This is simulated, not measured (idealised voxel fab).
Proc. module: voxel capacitor over wiring
Xsec cut, 205 nm wide, square cell size 5 nm.
Format of a cross-section: grid, square cells. Given as bands. Order: top down. Band: one or more rows of cells. For a band, the entry starts with two heights in nm, that of the top and then that of the bottom, and carries on with the band's materials in order from left to right, each alongside its width in nm; the word "full width" beside a single material means it fills the band edge to edge, and "empty" means empty space. Convention: height 0 is the level below which the wafer, as received, is all one material. The lowest band does not terminate at the bottom but continues downward, represented as "0 and below". Graded width ("30..40"): value in top row of band = first number; value in bottom row = second number; row-to-row change constant. Take "everything unchanged" at face value: in the step it is given for, the cross-section changed in none of its cells. The entry titled "Completely enclosed voids" provides the empty spaces that have no open way to the top, restricted to those of 8 cells or more. Each is presented as width x height at distance, the distance being measured from the left edge, with all three in nm. Post-settings text on a step line: simulator's own remark regarding the step. The "overlay nm" setting may appear on a step's line; for a step that uses a mask, it gives how far to the right of its planned position the mask lay, and a negative value indicates the left.
Here's what the planned process steps look like
1: RECEIVE: material Si
2: CONFORMAL_DEP: material SiO2, thk nm 10
3: DIRECTIONAL_DEP: material TiN, thk nm 5
4: DIRECTIONAL_DEP: material Ru, thk nm 20
5: MASKED_ETCH: tone cover, mask id METAL_1, width nm 25, pitch nm 90, etch materials Ru, depth nm 20, overlay nm 0
6: MASKED_ETCH: tone cover, mask id METAL_1, width nm 25, pitch nm 90, etch materials TiN, depth nm 5, overlay nm 0
7: CONFORMAL_DEP: material SiN, thk nm 5
8: FILL_DEP: material SiO2, thk nm 10
9: CMP: height nm 35
10: CONFORMAL_DEP: material SiCN, thk nm 5
11: DIRECTIONAL_DEP: material lowk, thk nm 20
12: DIRECTIONAL_DEP: material aC, thk nm 10
13: PATTERN: tone open, mask id PLUG_1, material resist, width nm 15, thk nm 30, overlay nm 0
14: DIRECTIONAL_ETCH: etch materials aC, depth nm 10
15: STRIP: etch materials resist
16: DIRECTIONAL_ETCH: etch materials lowk, depth nm 20
17: DIRECTIONAL_ETCH: etch materials SiCN, depth nm 5
18: STRIP: etch materials aC
19: EPI: material Ru, thk nm 10
20: EPI: material Ru, thk nm 10
21: EPI: material Ru, thk nm 5
22: DIRECTIONAL_DEP: material TiN, thk nm 10
23: DIRECTIONAL_DEP: material SiN, thk nm 5
24: DIRECTIONAL_DEP: material TiN, thk nm 5
25: PATTERN: tone cover, mask id UPPER_PLATE, material resist, width nm 70, thk nm 15, overlay nm 0
26: DIRECTIONAL_ETCH: etch materials TiN, depth nm 5
27: DIRECTIONAL_ETCH: etch materials SiN, depth nm 5
28: STRIP: etch materials resist
29: DIRECTIONAL_DEP: material aC, thk nm 15
30: PATTERN: tone cover, mask id LOWER_PLATE, material resist, width nm 80, thk nm 30, overlay nm 0
31: DIRECTIONAL_ETCH: etch materials aC, depth nm 15
32: STRIP: etch materials resist
33: DIRECTIONAL_ETCH: etch materials TiN, depth nm 10
34: STRIP: etch materials aC
35: FILL_DEP: material SiO2, thk nm 20
36: CMP: height nm 95
37: MASKED_ETCH: tone open, mask id PLUG_2, width nm 15, etch materials SiO2, depth nm 15, overlay nm 0
38: CONFORMAL_DEP: material TiN, thk nm 5
39: FILL_DEP: material W, thk nm 10
40: CMP: height nm 95
41: CONFORMAL_DEP: material SiN, thk nm 5
So this is the incoming wafer in cross-section - it's already been through step 1
> 0 and below = Si full width
> Completely enclosed voids: none
One mistake in running the module, otherwise start and plan as above: cross-section at the end
> 100 down to 95 = SiN full width
> 95 down to 85 = 65 of SiO2; 5 of TiN; 5 of W; 5 of TiN; 125 of SiO2
> 85 down to 75 = 65..55 of SiO2; 15..70 of TiN; 125..80 of SiO2
> 75 down to 70 = 55 of SiO2; 70 of SiN; 80 of SiO2
> 70 down to 60 = 50 of SiO2; 80 of TiN; 75 of SiO2
> 60 down to 40 = 55 of lowk; 15 of Ru; 135 of lowk
> 40 down to 35 = 55 of SiCN; 15 of Ru; 135 of SiCN
> 35 down to 15 = 40 of SiO2; 5 of SiN; 25 of Ru; 5 of SiN; 55 of SiO2; 5 of SiN; 25 of Ru; 5 of SiN; 40 of SiO2
> 15 down to 10 = 45 of SiN; 25 of TiN; 65 of SiN; 25 of TiN; 45 of SiN
> 10 down to 0 = Ru full width
> 0 and below = Si full width
> Completely enclosed voids: none
What broke from the plan during processing? step 2 ran as: CONFORMAL_DEP: material Ru, thk nm 10
